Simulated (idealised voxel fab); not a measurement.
Title: Process Module voxel air gaps
The cross-section on display is named cut; it measures 200 nm wide, and its cells are 5 nm squares.
The cross-sections in this document take the form of a grid made of square cells. They are written out as bands, in order from top to bottom. Each band consists of one or more rows of cells.
Look at the band entry: it leads with the top's height and the bottom's height in nm. Then it lists the materials left to right, with a width in nm for each. The word "everywhere" on a single material says that material fills the band edge to edge. The word "air" is empty space.
Height datum 0, below which the as-received substrate wafer is one material. Lowest band open at the bottom, running downward: "0 nm and below".
The two numbers in a width such as "30 to 40" mark its ends across the band: the first belongs to the top row of cells, the second to the bottom row, and from each row to the next the width moves by the same amount.
Take "no modifications" at face value: in the step it is given for, the cross-section changed in none of its cells.
"Closed void inventory" specifies each empty space that is not open to the top and that occupies no fewer than 8 cells, using the form width x height at distance, the distance measured from the left edge and all three quantities in nm.
Past the settings on a step's line: simulator remark, on that step.
You can add "overlay nm" to a step's line. For a step with a mask, it describes how far the mask lay to the right of its planned position, and a negative number describes a lay to the left.

### This section lists the process steps that were planned
- 1: RECEIVE [material Si]
- 2: CONFORMAL_DEP [material SiO2] [thk nm 15]
- 3: CONFORMAL_DEP [material SiCN] [thk nm 5]
- 4: DIRECTIONAL_DEP [material lowk] [thk nm 30]
- 5: PATTERN [tone open] [mask id LINES] [material resist] [width nm 15] [pitch nm 45] [thk nm 20] [overlay nm 0]
- 6: DIRECTIONAL_ETCH [etch materials lowk] [depth nm 30]
- 7: STRIP [etch materials resist]
- 8: CONFORMAL_DEP [material TiN] [thk nm 5]
- 9: FILL_DEP [material Ru] [thk nm 5]
- 10: CMP [height nm 50]
- 11: EPI [material Ru] [thk nm 10]
- 12: SELECTIVE_ETCH [etch materials lowk] [depth nm 40]
- 13: CONFORMAL_DEP [material SiCN] [thk nm 5]
Same starting wafers, different width nm at step 5. Plan value belongs to the first wafer.

### After step 1, as received: first of several wafers, cross-section
* 0 nm and below | Si everywhere
* Closed void inventory: none

### Module end state after final step 13: cross-section of the first of several wafers
* 65 nm to 60 nm | air (35) | SiCN (135) | air (30)
* 60 nm to 50 nm | air (35) | SiCN (5) | Ru (35) | SiCN (10) | Ru (35) | SiCN (10) | Ru (35) | SiCN (5) | air (30)
* 50 nm to 45 nm | air (35) | SiCN (15) | TiN (5) | Ru (5) | TiN (5) | SiCN (30) | TiN (5) | Ru (5) | TiN (5) | SiCN (30) | TiN (5) | Ru (5) | TiN (5) | SiCN (15) | air (30)
* 45 nm to 25 nm | air (45) | SiCN (5) | TiN (5) | Ru (5) | TiN (5) | SiCN (5) | air (20) | SiCN (5) | TiN (5) | Ru (5) | TiN (5) | SiCN (5) | air (20) | SiCN (5) | TiN (5) | Ru (5) | TiN (5) | SiCN (5) | air (40)
* 25 nm to 20 nm | SiCN (50) | TiN (15) | SiCN (30) | TiN (15) | SiCN (30) | TiN (15) | SiCN (45)
* 20 nm to 15 nm | SiCN everywhere
* 15 nm to 0 nm | SiO2 everywhere
* 0 nm and below | Si everywhere
* Closed void inventory: 20 x 20 at 70; 20 x 20 at 115

### Module end, final wafer: cross-section
* 65 nm to 60 nm | air (25) | SiCN (150) | air (25)
* 60 nm to 50 nm | air (25) | SiCN (5) | Ru (140) | SiCN (5) | air (25)
* 50 nm to 45 nm | air (25) | SiCN (15) | TiN (5) | Ru (20) | TiN (5) | lowk (15) | TiN (5) | Ru (20) | TiN (5) | lowk (15) | TiN (5) | Ru (20) | TiN (5) | SiCN (15) | air (25)
* 45 nm to 25 nm | air (35) | SiCN (5) | TiN (5) | Ru (20) | TiN (5) | lowk (15) | TiN (5) | Ru (20) | TiN (5) | lowk (15) | TiN (5) | Ru (20) | TiN (5) | SiCN (5) | air (35)
* 25 nm to 20 nm | SiCN (40) | TiN (30) | lowk (15) | TiN (30) | lowk (15) | TiN (30) | SiCN (40)
* 20 nm to 15 nm | SiCN everywhere
* 15 nm to 0 nm | SiO2 everywhere
* 0 nm and below | Si everywhere
* Closed void inventory: none

### End of module, by wafer: material-by-material cell gain (+) or loss (-) since receipt, then closed voids
width nm 15 | +57 Ru | +152 SiCN | +120 SiO2 | +39 TiN | Closed void inventory: 20 x 20 at 70; 20 x 20 at 115
width nm 20 | +78 Ru | +144 SiCN | +120 SiO2 | +42 TiN | Closed void inventory: 15 x 20 at 70; 15 x 20 at 115
width nm 25 | +99 Ru | +104 SiCN | +120 SiO2 | +45 TiN | +48 lowk | Closed void inventory: none
width nm 30 | +116 Ru | +104 SiCN | +120 SiO2 | +48 TiN | +36 lowk | Closed void inventory: none
